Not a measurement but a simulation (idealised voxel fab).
Proc. module: voxel wiring stack
We display cut, a cross-section 250 nm in width whose square cells are each 5 nm.
For the purposes of this document, a cross-section shall be understood as a grid of square cells, specified as bands listed in top-to-bottom order, each band consisting of one or more rows of cells.
Basically the band line says how high the top is and how high the bottom is, in nm, and then what's in it from left to right, every material with its width in nm. Empty space shows up as "blank", and if a single material carries "throughout" it runs the full band edge to edge.
Note: height 0 marks the level under which the wafer is uniformly one material as received. Lowest band unbounded below, written "0 -> down".
Quick explanation for "30->40": the width changes in equal steps down the rows of cells, from the first number in the band's top row to the second number in its bottom row.
Basically "nothing got changed" means that step didn't change any cell in the cross-section.
For the entry "Enclosed void listing", the listed items are empty spaces with no open way to the top whose size is 8 cells or more; each item follows the pattern width x height at distance, where distance is from the left edge and all three are in nm.
The remark found on a step's line after its settings is issued by the simulator itself and pertains to that step.
What "overlay nm" on a step's line means: if the step has a mask, that mask lay this far to the right of its planned place, or, when the value is negative, to the left.

[This section lists the process steps that were planned]
1) RECEIVE,material Si
2) CONFORMAL_DEP,material SiO2,thk nm 10
3) CONFORMAL_DEP,material SiN,thk nm 5
4) DIRECTIONAL_DEP,material SiO2,thk nm 20
5) DIRECTIONAL_DEP,material aC,thk nm 10
6) PATTERN,tone open,mask id METAL_1,material resist,width nm 20,pitch nm 40,thk nm 25,overlay nm 0
7) DIRECTIONAL_ETCH,etch materials aC,depth nm 10
8) STRIP,etch materials resist
9) DIRECTIONAL_ETCH,etch materials SiO2,depth nm 20
10) DIRECTIONAL_ETCH,etch materials SiN,depth nm 5
11) STRIP,etch materials aC
12) CONFORMAL_DEP,material TiN,thk nm 5
13) FILL_DEP,material Cu,thk nm 5
14) CMP,height nm 35
15) CONFORMAL_DEP,material SiCN,thk nm 5
16) DIRECTIONAL_DEP,material lowk,thk nm 30
17) MASKED_ETCH,tone open,mask id METAL_2,width nm 20,pitch nm 40,etch materials lowk,depth nm 20,overlay nm 0
18) PATTERN,tone open,mask id METAL_2_HOLES,material resist,width nm 15,pitch nm 40,thk nm 20,overlay nm 0
19) DIRECTIONAL_ETCH,etch materials lowk,depth nm 10
20) DIRECTIONAL_ETCH,etch materials SiCN,depth nm 5
21) STRIP,etch materials resist
22) CONFORMAL_DEP,material TiN,thk nm 5
23) FILL_DEP,material Cu,thk nm 10
24) CMP,height nm 70
25) CONFORMAL_DEP,material SiCN,thk nm 5
26) DIRECTIONAL_DEP,material lowk,thk nm 10
27) DIRECTIONAL_DEP,material aC,thk nm 15
28) PATTERN,tone open,mask id PLUG_2,material resist,width nm 15,thk nm 35,overlay nm 0
29) DIRECTIONAL_ETCH,etch materials aC,depth nm 15
30) STRIP,etch materials resist
31) DIRECTIONAL_ETCH,etch materials lowk,depth nm 10
32) DIRECTIONAL_ETCH,etch materials SiCN,depth nm 5
33) STRIP,etch materials aC
34) EPI,material Ru,thk nm 10
35) EPI,material Ru,thk nm 5
36) CONFORMAL_DEP,material SiCN,thk nm 5
37) DIRECTIONAL_DEP,material lowk,thk nm 20
38) PATTERN,tone open,mask id METAL_3,material resist,width nm 20,pitch nm 40,thk nm 15,overlay nm 0
39) DIRECTIONAL_ETCH,etch materials lowk,depth nm 20
40) DIRECTIONAL_ETCH,etch materials SiCN,depth nm 5
41) STRIP,etch materials resist
42) CONFORMAL_DEP,material TiN,thk nm 5
43) FILL_DEP,material Cu,thk nm 5
44) CMP,height nm 110
45) EPI,material Ru,thk nm 5
46) FILL_DEP,material SiCN,thk nm 5
47) DIRECTIONAL_DEP,material SiO2,thk nm 10
48) DIRECTIONAL_DEP,material aC,thk nm 10
49) PATTERN,tone open,mask id PLUG_3,material resist,width nm 15,pitch nm 40,thk nm 30,overlay nm 0
50) DIRECTIONAL_ETCH,etch materials aC,depth nm 10
51) STRIP,etch materials resist
52) DIRECTIONAL_ETCH,etch materials SiO2,depth nm 10
53) DIRECTIONAL_ETCH,etch materials SiCN,depth nm 5
54) STRIP,etch materials aC
55) EPI,material Ru,thk nm 10
56) EPI,material Ru,thk nm 5
57) CONFORMAL_DEP,material SiN,thk nm 5
58) DIRECTIONAL_DEP,material SiO2,thk nm 15
59) MASKED_ETCH,tone open,mask id METAL_4,width nm 20,pitch nm 40,etch materials SiO2,depth nm 15,overlay nm 0
60) MASKED_ETCH,tone open,mask id METAL_4,width nm 20,pitch nm 40,etch materials SiN,depth nm 5,overlay nm 0
61) CONFORMAL_DEP,material TiN,thk nm 5
62) FILL_DEP,material W,thk nm 10
63) CMP,height nm 150
64) EPI,material Ru,thk nm 5
65) FILL_DEP,material SiCN,thk nm 5

[Cross-section of the incoming wafer, state after step 1]
> 0 -> down = Si throughout
> Enclosed void listing: none

[Module complete, cross-section. Starting point and plan per above. One mistake made in running the module]
> 160 -> 155 = SiCN throughout
> 155 -> 150 = SiCN 90  Ru 30  SiCN 10  Ru 30  SiCN 90
> 150 -> 135 = SiO2 95  TiN 5  W 10  TiN 5  SiO2 20  TiN 5  W 10  TiN 5  SiO2 95
> 135 -> 130 = SiN 95  TiN 20  SiN 20  TiN 20  SiN 95
> 130 -> 120 = SiO2 95  Ru 15  SiO2 25  Ru 15  SiO2 100
> 120 -> 110 = SiCN 95->90  Ru 15->30  SiCN 25->10  Ru 15->30  SiCN 100->90
> 110 -> 90 = lowk 95  TiN 5  Cu 10  TiN 5  lowk 20  TiN 5  Cu 10  TiN 5  lowk 95
> 90 -> 85 = SiCN 95  TiN 20  SiCN 20  TiN 20  SiCN 95
> 85 -> 75 = lowk 95  Ru 15  lowk 140
> 75 -> 70 = SiCN 95  Ru 15  SiCN 140
> 70 -> 65 = Cu throughout
> 65 -> 60 = TiN 100  Cu 10  TiN 30  Cu 10  TiN 100
> 60 -> 45 = lowk 95  TiN 5  Cu 10  TiN 5  lowk 20  TiN 5  Cu 10  TiN 5  lowk 95
> 45 -> 40 = lowk 95  TiN 5  Cu 5  TiN 10  lowk 20  TiN 5  Cu 5  TiN 10  lowk 95
> 40 -> 30 = lowk 95  TiN 5  Cu 5  TiN 5  lowk 25  TiN 5  Cu 5  TiN 5  lowk 100
> 30 -> 25 = SiCN 95  TiN 15  SiCN 25  TiN 15  SiCN 100
> 25 -> 15 = SiO2 95  TiN 5  Cu 10  TiN 5  SiO2 20  TiN 5  Cu 10  TiN 5  SiO2 95
> 15 -> 10 = SiN 95  TiN 20  SiN 20  TiN 20  SiN 95
> 10 -> 0 = SiO2 throughout
> 0 -> down = Si throughout
> Enclosed void listing: none
Error vs. plan: step 14 was processed under conditions differing from the plan, specifically as CMP,height nm 25
